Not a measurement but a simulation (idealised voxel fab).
voxel trench capacitor: a process module
This is section cut - it's 275 nm across, gridded in 5 nm square cells.
A cross-section is written here as square cells arranged in a grid, and it is given in bands from the top down, each band taking up one or more rows of cells.
Within each band entry, the heights of the top and of the bottom of the band appear first, in that order and in nm; the materials of the band then follow from left to right, each with its corresponding width in nm. The designation "everywhere" on a single material indicates that it fills the band from edge to edge; the designation "empty" indicates empty space.
Heights are expressed relative to 0, this being the level below which the as-received wafer comprises one material exclusively. The lowest band is unbounded in the downward direction and is denoted as in "0 nm and below".
A width such as "30->40" changes by the same amount from each row of cells to the next, from the band's top row to its bottom row.
The cross-section has no changed cell in any step marked "everything unchanged".
The entry "Enclosed void listing" lists the empty spaces that cover at least 8 cells and have no open path to the top. Each is written as width x height at distance, where the distance is measured from the left edge and all three values are in nm.
If you see something after the settings on a step's line, that's the simulator's own remark about that step.
What "overlay nm" on a step's line means: if the step has a mask, that mask lay this far to the right of its planned place, or, when the value is negative, to the left.
[Here's what the planned process steps look like]
1: RECEIVE, material Si
2: CONFORMAL_DEP, material SiN, thk nm 10
3: PATTERN, tone open, mask id TRENCH, material resist, width nm 20, pitch nm 50, thk nm 15, overlay nm 0
4: DIRECTIONAL_ETCH, etch materials SiN, depth nm 10
5: DIRECTIONAL_ETCH, etch materials Si, depth nm 30
6: STRIP, etch materials resist
7: CONFORMAL_DEP, material Al2O3, thk nm 5
8: FILL_DEP, material polySi, thk nm 10
9: CMP, height nm 10
[Cross-section of the wafer at receipt, which is the condition after step 1]
    0 nm and below = Si everywhere
    Enclosed void listing: none
[The first of two wafers, cross-sectioned at the end of the module, with the run proceeding as planned]
    10 nm to 0 nm = SiN 100 / Al2O3 5 / polySi 10 / Al2O3 5 / SiN 30 / Al2O3 5 / polySi 10 / Al2O3 5 / SiN 105
    0 nm to -25 nm = Si 100 / Al2O3 5 / polySi 10 / Al2O3 5 / Si 30 / Al2O3 5 / polySi 10 / Al2O3 5 / Si 105
    -25 nm to -30 nm = Si 100 / Al2O3 20 / Si 30 / Al2O3 20 / Si 105
    -30 nm and below = Si everywhere
    Enclosed void listing: none
[End-of-module cross-section of the second wafer: identical starting point and process plan to the first, with one processing mistake]
    10 nm to 0 nm = SiN 100 / Al2O3 5 / polySi 10 / Al2O3 5 / SiN 30 / Al2O3 5 / polySi 10 / Al2O3 5 / SiN 105
    0 nm to -55 nm = Si 100 / Al2O3 5 / polySi 10 / Al2O3 5 / Si 30 / Al2O3 5 / polySi 10 / Al2O3 5 / Si 105
    -55 nm to -60 nm = Si 100 / Al2O3 20 / Si 30 / Al2O3 20 / Si 105
    -60 nm and below = Si everywhere
    Enclosed void listing: none
Against the plan, the run slipped here: twice, step 5 of the plan was run
The closing comparison, in cells, has the second wafer with more or fewer of some materials than the first: Al2O3 +24 | Si -48 | polySi +24
